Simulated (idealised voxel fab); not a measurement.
process module | voxel gate over fins
cross-section cut | 150 nm wide | cells 5 nm
A cross-section is a grid of square cells, given in bands from the top down. A band is one or more rows of cells.
Each band's line starts with the height of the band's top and of its bottom, in nm. Then come its materials from left to right, each with its width in nm. One material with "throughout" fills the band from edge to edge. "air" is empty space.
Height 0 is the level under which the wafer as received is all one material. The lowest band goes on downwards, as in "0 down".
A width such as "30 to 40" changes by the same amount from each row of cells to the next, from the band's top row to its bottom row.
"no change" after a step means that no cell of the cross-section changed.
closed voids: empty space of 8 cells or more with no open way to the top, each as width x height at its distance from the left edge, in nm
after a step's settings: what the simulator itself notes on the step
overlay nm, on a step with a mask: how far to the right of its planned place the mask lay; to the left if negative
plan
1 op RECEIVE | material Si
2 op CONFORMAL_DEP | material SiN | thk nm 10
3 op DIRECTIONAL_DEP | material aC | thk nm 5
4 op PATTERN | tone cover | mask id FINS | material resist | width nm 15 | pitch nm 35 | thk nm 25 | overlay nm 0
5 op DIRECTIONAL_ETCH | etch materials aC | depth nm 10
6 op STRIP | etch materials resist
7 op DIRECTIONAL_ETCH | etch materials SiN | depth nm 10
8 op DIRECTIONAL_ETCH | etch materials Si | depth nm 35
9 op STRIP | etch materials aC
10 op FILL_DEP | material SiO2 | thk nm 10
11 op CMP | height nm 10
12 op SELECTIVE_ETCH | etch materials SiO2 | depth nm 20
13 op STRIP | etch materials SiN
14 op CONFORMAL_DEP | material HfO2 | thk nm 5
15 op CONFORMAL_DEP | material TiN | thk nm 5
16 op FILL_DEP | material W | thk nm 15
17 op CMP | height nm 20
18 op CONFORMAL_DEP | material SiCN | thk nm 5
varied across the wafers: thk nm of step 3. The plan shows the first wafer's value. All wafers start alike
first wafer as received, after step 1
  0 down: Si throughout
  closed voids: none
each wafer at the end: cells of each material gained (+) or lost (-) since it was received, then its closed voids
thk nm 5 | +46 HfO2 | -126 Si | +30 SiCN | +90 SiO2 | +46 TiN | +64 W | closed voids: none
thk nm 10 | +46 HfO2 | -126 Si | +30 SiCN | +90 SiO2 | +46 TiN | +64 W | closed voids: none
thk nm 15 | +30 HfO2 | +30 SiCN | +30 TiN | +60 W | closed voids: none
thk nm 20 | +30 HfO2 | +30 SiCN | +30 TiN | +60 W | closed voids: none
thk nm 25 | +30 HfO2 | +30 SiCN | +30 TiN | +60 W | closed voids: none
